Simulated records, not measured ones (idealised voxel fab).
Herein follows the process module entitled voxel transistor to metal.
Cross-section cut spans 155 nm and uses square cells 5 nm in size.
Bands, listed from the top down, are how a cross-section gets written in this document; the cross-section itself is a grid of square cells, and a band is one or more rows of them.
The band entry comprises the height of the band's top followed by the height of its bottom, expressed in nm, and subsequently the band's materials from left to right, each stated together with its width in nm. Where a single material is marked with the word "full width", that material fills the band from edge to edge. The word "blank" represents empty space.
For the purposes of this specification, 0 denotes the height below which the wafer in its as-received condition is composed wholly of one material, and the lowermost band, lacking a lower limit, extends downward without end, as expressed in "0 -> down".
The expression "30->40" gives the width at the extremes of the band, the first number at its top row of cells and the second at its bottom row, with the width changing by equal amounts from each row to the next in between.
"nothing changed" -> step changed no cross-section cell.
"Encapsulated voids": sealed empty spaces, 8 cells or more, no open way to top, listed width x height at distance, with distance from the left edge and width, height and distance in nm.
after a step's settings: what the simulator itself notes on the step
Regarding "overlay nm": on a step with a mask, it is the distance the mask lay to the right of its planned place; a negative value places it to the left.

**Below is the list of planned process steps**
- 1: op RECEIVE | material Si
- 2: op OXIDIZE | depth nm 5
- 3: op CONFORMAL_DEP | material SiN | thk nm 15
- 4: op DIRECTIONAL_DEP | material aC | thk nm 10
- 5: op PATTERN | tone cover | mask id ACTIVE | material resist | width nm 105 | thk nm 25 | overlay nm 0
- 6: op DIRECTIONAL_ETCH | etch materials aC | depth nm 10
- 7: op STRIP | etch materials resist
- 8: op DIRECTIONAL_ETCH | etch materials SiN | depth nm 15
- 9: op DIRECTIONAL_ETCH | etch materials SiO2 | depth nm 5
- 10: op DIRECTIONAL_ETCH | etch materials Si | depth nm 30
- 11: op STRIP | etch materials aC
- 12: op OXIDIZE | depth nm 5
- 13: op FILL_DEP | material SiO2 | thk nm 15
- 14: op CMP | height nm 15
- 15: op SELECTIVE_ETCH | etch materials SiO2 | depth nm 15
- 16: op STRIP | etch materials SiN
- 17: op SELECTIVE_ETCH | etch materials SiO2 | depth nm 5
- 18: op OXIDIZE | depth nm 5
- 19: op DIRECTIONAL_DEP | material polySi | thk nm 25
- 20: op DIRECTIONAL_DEP | material SiCN | thk nm 10
- 21: op PATTERN | tone cover | mask id GATE | material resist | width nm 15 | thk nm 15 | overlay nm 0
- 22: op DIRECTIONAL_ETCH | etch materials SiCN | depth nm 20
- 23: op DIRECTIONAL_ETCH | etch materials polySi | depth nm 35
- 24: op STRIP | etch materials resist
- 25: op CONFORMAL_DEP | material SiN | thk nm 10
- 26: op DIRECTIONAL_ETCH | etch materials SiN | depth nm 10
- 27: op DIRECTIONAL_ETCH | etch materials SiO2 | depth nm 5
- 28: op EPI | material nSi | thk nm 5
- 29: op FILL_DEP | material SiO2 | thk nm 10
- 30: op CMP | height nm 30
- 31: op DIRECTIONAL_DEP | material SiO2 | thk nm 10
- 32: op PATTERN | tone open | mask id CONTACT | material resist | width nm 30 | pitch nm 55 | thk nm 20 | overlay nm 0
- 33: op DIRECTIONAL_ETCH | etch materials SiO2 | depth nm 45
- 34: op STRIP | etch materials resist
- 35: op CONFORMAL_DEP | material TiN | thk nm 5
- 36: op FILL_DEP | material Ru | thk nm 5
- 37: op CMP | height nm 40
- 38: op DIRECTIONAL_DEP | material TiN | thk nm 5
- 39: op DIRECTIONAL_DEP | material Ru | thk nm 15
- 40: op PATTERN | tone cover | mask id METAL_1 | material resist | width nm 20 | pitch nm 65 | thk nm 15 | overlay nm 0
- 41: op DIRECTIONAL_ETCH | etch materials Ru | depth nm 15
- 42: op DIRECTIONAL_ETCH | etch materials TiN | depth nm 5
- 43: op STRIP | etch materials resist
- 44: op CONFORMAL_DEP | material SiN | thk nm 5
- 45: op FILL_DEP | material SiO2 | thk nm 5
- 46: op CMP | height nm 60
- 47: op CONFORMAL_DEP | material SiCN | thk nm 5
- 48: op DIRECTIONAL_DEP | material SiO2 | thk nm 35
- 49: op DIRECTIONAL_DEP | material aC | thk nm 10
- 50: op PATTERN | tone open | mask id METAL_2_HOLES | material resist | width nm 15 | pitch nm 65 | thk nm 30 | overlay nm 0
- 51: op DIRECTIONAL_ETCH | etch materials aC | depth nm 10
- 52: op STRIP | etch materials resist
- 53: op DIRECTIONAL_ETCH | etch materials SiO2 | depth nm 35
- 54: op STRIP | etch materials aC
- 55: op DIRECTIONAL_DEP | material aC | thk nm 15
- 56: op PATTERN | tone open | mask id METAL_2 | material resist | width nm 20 | pitch nm 65 | thk nm 35 | overlay nm 0
- 57: op DIRECTIONAL_ETCH | etch materials aC | depth nm 15
- 58: op STRIP | etch materials resist
- 59: op DIRECTIONAL_ETCH | etch materials SiO2 | depth nm 20
- 60: op DIRECTIONAL_ETCH | etch materials SiCN | depth nm 5
- 61: op STRIP | etch materials aC
- 62: op CONFORMAL_DEP | material TiN | thk nm 5
- 63: op FILL_DEP | material Ru | thk nm 5
- 64: op CMP | height nm 100
- 65: op CONFORMAL_DEP | material SiN | thk nm 5

**Received-state cross-section, reflecting completion of step 1**
	0 -> down: Si full width
	Encapsulated voids: none

**First wafer of two, sectioned at end of module; run went per plan**
	105 -> 100: SiN full width
	100 -> 85: 35 SiO2; 5 TiN; 10 Ru; 5 TiN; 45 SiO2; 5 TiN; 10 Ru; 5 TiN; 35 SiO2
	85 -> 80: 35 SiO2; 5 TiN; 5 Ru; 10 TiN; 45 SiO2; 5 TiN; 5 Ru; 10 TiN; 35 SiO2
	80 -> 65: 35 SiO2; 5 TiN; 5 Ru; 5 TiN; 50 SiO2; 5 TiN; 5 Ru; 5 TiN; 40 SiO2
	65 -> 60: 35 SiCN; 15 TiN; 50 SiCN; 15 TiN; 40 SiCN
	60 -> 45: 30 SiO2; 5 SiN; 20 Ru; 5 SiN; 35 SiO2; 5 SiN; 20 Ru; 5 SiN; 30 SiO2
	45 -> 40: 35 SiN; 20 TiN; 45 SiN; 20 TiN; 35 SiN
	40 -> 30: 35 SiO2; 5 TiN; 20->15 Ru; 5->10 TiN; 25 SiO2; 5->10 TiN; 20->15 Ru; 5 TiN; 35 SiO2
	30 -> 20: 35 SiO2; 5 TiN; 15 Ru; 5 TiN; 10 SiN; 15 SiCN; 10 SiN; 5 TiN; 15 Ru; 5 TiN; 35 SiO2
	20 -> 0: 35 SiO2; 5 TiN; 15 Ru; 5 TiN; 10 SiN; 15 polySi; 10 SiN; 5 TiN; 15 Ru; 5 TiN; 35 SiO2
	0 -> -5: 35 SiO2; 25 TiN; 10 SiN; 15 polySi; 10 SiN; 25 TiN; 35 SiO2
	-5 -> -10: 25 SiO2; 35 nSi; 35 SiO2; 35 nSi; 25 SiO2
	-10 -> -40: 30 SiO2; 95 Si; 30 SiO2
	-40 -> down: Si full width
	Encapsulated voids: none

**End of module, second wafer, cross-section. Started like the first, planned like the first, run with one mistake**
	105 -> 100: SiN full width
	100 -> 85: 35 SiO2; 5 TiN; 10 Ru; 5 TiN; 45 SiO2; 5 TiN; 10 Ru; 5 TiN; 35 SiO2
	85 -> 80: 35 SiO2; 5 TiN; 5 Ru; 10 TiN; 45 SiO2; 5 TiN; 5 Ru; 10 TiN; 35 SiO2
	80 -> 65: 35 SiO2; 5 TiN; 5 Ru; 5 TiN; 50 SiO2; 5 TiN; 5 Ru; 5 TiN; 40 SiO2
	65 -> 60: 35 SiCN; 15 TiN; 50 SiCN; 15 TiN; 40 SiCN
	60 -> 45: SiN full width
	45 -> 40: TiN full width
	40 -> 30: 35 SiO2; 5 TiN; 20->15 Ru; 5->10 TiN; 25 SiO2; 5->10 TiN; 20->15 Ru; 5 TiN; 35 SiO2
	30 -> 20: 35 SiO2; 5 TiN; 15 Ru; 5 TiN; 10 SiN; 15 SiCN; 10 SiN; 5 TiN; 15 Ru; 5 TiN; 35 SiO2
	20 -> 0: 35 SiO2; 5 TiN; 15 Ru; 5 TiN; 10 SiN; 15 polySi; 10 SiN; 5 TiN; 15 Ru; 5 TiN; 35 SiO2
	0 -> -5: 35 SiO2; 25 TiN; 10 SiN; 15 polySi; 10 SiN; 25 TiN; 35 SiO2
	-5 -> -10: 25 SiO2; 35 nSi; 35 SiO2; 35 nSi; 25 SiO2
	-10 -> -40: 30 SiO2; 95 Si; 30 SiO2
	-40 -> down: Si full width
	Encapsulated voids: none
Where did the run depart from the plan? planned and actual differ for step 39; actual: op DIRECTIONAL_DEP | material SiN | thk nm 15
End of process, cell counts, second wafer against first, materials with more or fewer: Ru: 24 fewer | SiN: 58 more | SiO2: 57 fewer | TiN: 23 more
